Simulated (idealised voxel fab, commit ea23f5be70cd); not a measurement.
Process module under the name voxel transistor to metal
For reference, the cross-section in this document is cut, with width 295 nm and square cells of 5 nm.
Throughout this document, each cross-section is represented as a grid of square cells and is presented as a sequence of bands enumerated from the top downward, where a band comprises one or more rows of cells. Heights first: top, then bottom, in nm. Then materials, left to right, each with a width in nm. "throughout" on a single material: fills the band edge to edge. "air": empty space. The reference from which all heights are counted is 0, the level beneath which the as-received wafer is entirely one material; the lowest band, having no lower bound, proceeds downward and is written after the example "from 0 down". Graded width ("30->40"): value in top row of band = first number; value in bottom row = second number; row-to-row change constant. "same as before" for a step: no cell of the cross-section changed in that step. "Closed void listing" enumerates empty spaces isolated from the top, with no open way to it, that contain at least 8 cells, giving each as width x height at distance from the left edge, all three in nm. If you see something after the settings on a step's line, that's the simulator's own remark about that step. overlay nm: on a step with a mask, how far right of its planned place the mask lay; negative means left.
Process steps - plan:
1) RECEIVE,material Si
2) OXIDIZE,depth nm 5
3) CONFORMAL_DEP,material SiN,thk nm 15
4) DIRECTIONAL_DEP,material aC,thk nm 10
5) PATTERN,tone cover,mask id ACTIVE,material resist,width nm 95,pitch nm 120,thk nm 30,overlay nm 0
6) DIRECTIONAL_ETCH,etch materials aC,depth nm 10
7) STRIP,etch materials resist
8) DIRECTIONAL_ETCH,etch materials SiN,depth nm 15
9) DIRECTIONAL_ETCH,etch materials SiO2,depth nm 5
10) DIRECTIONAL_ETCH,etch materials Si,depth nm 25
11) STRIP,etch materials aC
12) FILL_DEP,material SiO2,thk nm 5
13) CMP,height nm 15
14) SELECTIVE_ETCH,etch materials SiO2,depth nm 15
15) STRIP,etch materials SiN
16) SELECTIVE_ETCH,etch materials SiO2,depth nm 5
17) OXIDIZE,depth nm 5
18) DIRECTIONAL_DEP,material polySi,thk nm 30
19) DIRECTIONAL_DEP,material SiCN,thk nm 15
20) MASKED_ETCH,tone cover,mask id GATE,width nm 15,pitch nm 120,etch materials SiCN,depth nm 25,overlay nm 0
21) MASKED_ETCH,tone cover,mask id GATE,width nm 15,pitch nm 120,etch materials polySi,depth nm 40,overlay nm 0
22) CONFORMAL_DEP,material SiN,thk nm 10
23) DIRECTIONAL_ETCH,etch materials SiN,depth nm 10
24) DIRECTIONAL_ETCH,etch materials SiO2,depth nm 5
25) DIRECTIONAL_ETCH,etch materials Si,depth nm 15
26) EPI,material nSi,thk nm 15
27) FILL_DEP,material SiO2,thk nm 5
28) CMP,height nm 40
29) DIRECTIONAL_DEP,material SiO2,thk nm 10
30) DIRECTIONAL_DEP,material aC,thk nm 15
31) PATTERN,tone open,mask id CONTACT,material resist,width nm 20,thk nm 35,overlay nm 0
32) DIRECTIONAL_ETCH,etch materials aC,depth nm 15
33) STRIP,etch materials resist
34) DIRECTIONAL_ETCH,etch materials SiO2,depth nm 60
35) STRIP,etch materials aC
36) CONFORMAL_DEP,material TiN,thk nm 5
37) FILL_DEP,material Ru,thk nm 10
38) CMP,height nm 50
39) DIRECTIONAL_DEP,material TiN,thk nm 5
40) DIRECTIONAL_DEP,material W,thk nm 25
41) DIRECTIONAL_DEP,material aC,thk nm 15
42) PATTERN,tone cover,mask id METAL_1,material resist,width nm 20,thk nm 30,overlay nm 0
43) DIRECTIONAL_ETCH,etch materials aC,depth nm 15
44) STRIP,etch materials resist
45) DIRECTIONAL_ETCH,etch materials W,depth nm 25
46) DIRECTIONAL_ETCH,etch materials TiN,depth nm 5
47) STRIP,etch materials aC
48) FILL_DEP,material lowk,thk nm 5
49) CMP,height nm 80
50) CONFORMAL_DEP,material SiCN,thk nm 5
51) DIRECTIONAL_DEP,material lowk,thk nm 30
52) PATTERN,tone open,mask id METAL_2_HOLES,material resist,width nm 15,pitch nm 120,thk nm 20,overlay nm 0
53) DIRECTIONAL_ETCH,etch materials lowk,depth nm 30
54) STRIP,etch materials resist
55) PATTERN,tone open,mask id METAL_2,material resist,width nm 20,pitch nm 120,thk nm 15,overlay nm 0
56) DIRECTIONAL_ETCH,etch materials lowk,depth nm 15
57) DIRECTIONAL_ETCH,etch materials SiCN,depth nm 5
58) STRIP,etch materials resist
59) CONFORMAL_DEP,material TiN,thk nm 5
60) FILL_DEP,material Ru,thk nm 5
61) CMP,height nm 115
62) CONFORMAL_DEP,material SiCN,thk nm 5
Cross-section of the wafer upon arrival, representing the state reached after step 1:
  from 0 down  Si throughout
  Closed void listing: none
As-planned run: cross-section of the first of two wafers at end of module:
  from 120 to 115  SiCN throughout
  from 115 to 105  lowk 45, TiN 5, Ru 10, TiN 5, lowk 100, TiN 5, Ru 10, TiN 5, lowk 110
  from 105 to 100  lowk 45, TiN 5, Ru 5, TiN 10, lowk 100, TiN 5, Ru 5, TiN 10, lowk 110
  from 100 to 85  lowk 45, TiN 5, Ru 5, TiN 5, lowk 105, TiN 5, Ru 5, TiN 5, lowk 115
  from 85 to 80  SiCN 45, TiN 15, SiCN 105, TiN 15, SiCN 115
  from 80 to 55  lowk 45, W 20, lowk 45, W 20, lowk 35, W 20, lowk 45, W 20, lowk 45
  from 55 to 50  lowk 45, TiN 20, lowk 45, TiN 20, lowk 35, TiN 20, lowk 45, TiN 20, lowk 45
  from 50 to 40  SiO2 45, TiN 5, Ru 10, TiN 5, SiO2 45, TiN 5, Ru 10, TiN 5, SiO2 35, TiN 5, Ru 10, TiN 5, SiO2 45, TiN 5, Ru 10, TiN 5, SiO2 45
  from 40 to 25  SiO2 45, TiN 5, Ru 10, TiN 5, SiO2 5, SiN 10, SiCN 15, SiN 10, SiO2 5, TiN 5, Ru 10, TiN 5, SiO2 35, TiN 5, Ru 10, TiN 5, SiO2 5, SiN 10, SiCN 15, SiN 10, SiO2 5, TiN 5, Ru 10, TiN 5, SiO2 45
  from 25 to 10  SiO2 45, TiN 5, Ru 10, TiN 5, SiO2 5, SiN 10, polySi 15, SiN 10, SiO2 5, TiN 5, Ru 10, TiN 5, SiO2 35, TiN 5, Ru 10, TiN 5, SiO2 5, SiN 10, polySi 15, SiN 10, SiO2 5, TiN 5, Ru 10, TiN 5, SiO2 45
  from 10 to 5  SiO2 45, TiN 20, SiO2 5, SiN 10, polySi 15, SiN 10, SiO2 5, TiN 20, SiO2 35, TiN 20, SiO2 5, SiN 10, polySi 15, SiN 10, SiO2 5, TiN 20, SiO2 45
  from 5 to -5  SiO2 45, TiN 10, nSi 15, SiN 10, polySi 15, SiN 10, nSi 15, TiN 10, SiO2 35, TiN 10, nSi 15, SiN 10, polySi 15, SiN 10, nSi 15, TiN 10, SiO2 45
  from -5 to -10  SiO2 45, TiN 10, nSi 15, SiO2 35, nSi 15, TiN 10, SiO2 35, TiN 10, nSi 15, SiO2 35, nSi 15, TiN 10, SiO2 45
  from -10 to -25  SiO2 40, nSi 30, Si 35, nSi 30, SiO2 25, nSi 30, Si 35, nSi 30, SiO2 40
  from -25 to -30  SiO2 40, Si 95, SiO2 25, Si 95, SiO2 40
  from -30 down  Si throughout
  Closed void listing: none
Now the second wafer, cross-sectioned at the end of the module. Nothing different at the start, nothing different in the plan compared with the first, just one mistake when it was actually run:
  from 120 to 115  SiCN throughout
  from 115 to 105  lowk 45, TiN 5, Ru 5, TiN 5, lowk 105, TiN 5, Ru 5, TiN 5, lowk 115
  from 105 to 100  lowk 45, TiN 15, lowk 105, TiN 15, lowk 115
  from 100 to 85  lowk throughout
  from 85 to 80  SiCN throughout
  from 80 to 55  lowk 45, W 20, lowk 45, W 20, lowk 35, W 20, lowk 45, W 20, lowk 45
  from 55 to 50  lowk 45, TiN 20, lowk 45, TiN 20, lowk 35, TiN 20, lowk 45, TiN 20, lowk 45
  from 50 to 40  SiO2 45, TiN 5, Ru 10, TiN 5, SiO2 45, TiN 5, Ru 10, TiN 5, SiO2 35, TiN 5, Ru 10, TiN 5, SiO2 45, TiN 5, Ru 10, TiN 5, SiO2 45
  from 40 to 25  SiO2 45, TiN 5, Ru 10, TiN 5, SiO2 5, SiN 10, SiCN 15, SiN 10, SiO2 5, TiN 5, Ru 10, TiN 5, SiO2 35, TiN 5, Ru 10, TiN 5, SiO2 5, SiN 10, SiCN 15, SiN 10, SiO2 5, TiN 5, Ru 10, TiN 5, SiO2 45
  from 25 to 10  SiO2 45, TiN 5, Ru 10, TiN 5, SiO2 5, SiN 10, polySi 15, SiN 10, SiO2 5, TiN 5, Ru 10, TiN 5, SiO2 35, TiN 5, Ru 10, TiN 5, SiO2 5, SiN 10, polySi 15, SiN 10, SiO2 5, TiN 5, Ru 10, TiN 5, SiO2 45
  from 10 to 5  SiO2 45, TiN 20, SiO2 5, SiN 10, polySi 15, SiN 10, SiO2 5, TiN 20, SiO2 35, TiN 20, SiO2 5, SiN 10, polySi 15, SiN 10, SiO2 5, TiN 20, SiO2 45
  from 5 to -5  SiO2 45, TiN 10, nSi 15, SiN 10, polySi 15, SiN 10, nSi 15, TiN 10, SiO2 35, TiN 10, nSi 15, SiN 10, polySi 15, SiN 10, nSi 15, TiN 10, SiO2 45
  from -5 to -10  SiO2 45, TiN 10, nSi 15, SiO2 35, nSi 15, TiN 10, SiO2 35, TiN 10, nSi 15, SiO2 35, nSi 15, TiN 10, SiO2 45
  from -10 to -25  SiO2 40, nSi 30, Si 35, nSi 30, SiO2 25, nSi 30, Si 35, nSi 30, SiO2 40
  from -25 to -30  SiO2 40, Si 95, SiO2 25, Si 95, SiO2 40
  from -30 down  Si throughout
  Closed void listing: none
Deviation noted in wafer processing: step 51 of the plan was carried out twice
Final comparison by cell count, materials where the second wafer has more or fewer than the first: -12 Ru; +6 SiCN; -18 TiN; +24 lowk
